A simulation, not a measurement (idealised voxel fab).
The process module that follows is named voxel released beams.
It is cross-section cut that appears here, measuring 280 nm in width, its square cells being 5 nm in size.
A cross-section is written here as square cells arranged in a grid, and it is given in bands from the top down, each band taking up one or more rows of cells.
Look at the band entry: it leads with the top's height and the bottom's height in nm. Then it lists the materials left to right, with a width in nm for each. The word "everywhere" on a single material says that material fills the band edge to edge. The word "empty" is empty space.
All heights in this document are referenced to 0, defined as the level beneath which the wafer, as received, consists entirely of one material. The lowest band is not bounded below; it extends indefinitely downward and is written in the form "z 0 and below".
Quick explanation for "30 to 40": the width changes in equal steps down the rows of cells, from the first number in the band's top row to the second number in its bottom row.
"changes: none" after a step means that no cell of the cross-section changed.
This entry, "Sealed cavities", enumerates those empty regions of no fewer than 8 cells that possess no open connection to the top. Each region is reported in the form width x height at distance, the distance being taken from the left edge, with all three quantities expressed in nm.
Past the settings on a step's line: simulator remark, on that step.
overlay nm, on a step with a mask: how far to the right of its planned place the mask lay; to the left if negative

## Here's what the planned process steps look like
- 1: RECEIVE, material Si
- 2: CONFORMAL_DEP, material Al2O3, thk nm 5
- 3: DIRECTIONAL_DEP, material SiO2, thk nm 10
- 4: DIRECTIONAL_DEP, material aC, thk nm 10
- 5: PATTERN, tone open, mask id ANCHOR, material resist, width nm 40, thk nm 25, overlay nm 0
- 6: DIRECTIONAL_ETCH, etch materials aC, depth nm 10
- 7: STRIP, etch materials resist
- 8: DIRECTIONAL_ETCH, etch materials SiO2, depth nm 10
- 9: STRIP, etch materials aC
- 10: CONFORMAL_DEP, material SiN, thk nm 15
- 11: MASKED_ETCH, tone cover, mask id BEAM, width nm 85, etch materials SiN, depth nm 15, overlay nm 0
- 12: STRIP, etch materials SiO2

## as received, after step 1
  z 0 and below | Si everywhere
  Sealed cavities: none

## Post-module cross-section of the first of two wafers (run per plan)
  z 30 to 20 | empty=95; SiN=20; empty=10; SiN=55; empty=100
  z 20 to 15 | empty=95; SiN=85; empty=100
  z 15 to 5 | empty=100; SiN=40; empty=140
  z 5 to 0 | Al2O3 everywhere
  z 0 and below | Si everywhere
  Sealed cavities: none

## End of module, second wafer, cross-section. Started like the first, planned like the first, run with one mistake
  z 30 to 20 | empty=95; SiN=30; empty=10; SiN=45; empty=100
  z 20 to 15 | empty=95; SiN=85; empty=100
  z 15 to 5 | empty=110; SiN=40; empty=130
  z 5 to 0 | Al2O3 everywhere
  z 0 and below | Si everywhere
  Sealed cavities: none
What went wrong in running the wafer? planned and actual differ for step 5; actual: PATTERN, tone open, mask id ANCHOR, material resist, width nm 40, thk nm 25, overlay nm 10
At the end, each material covers as many cells on the second wafer as it does on the first, though the cells it covers are elsewhere.
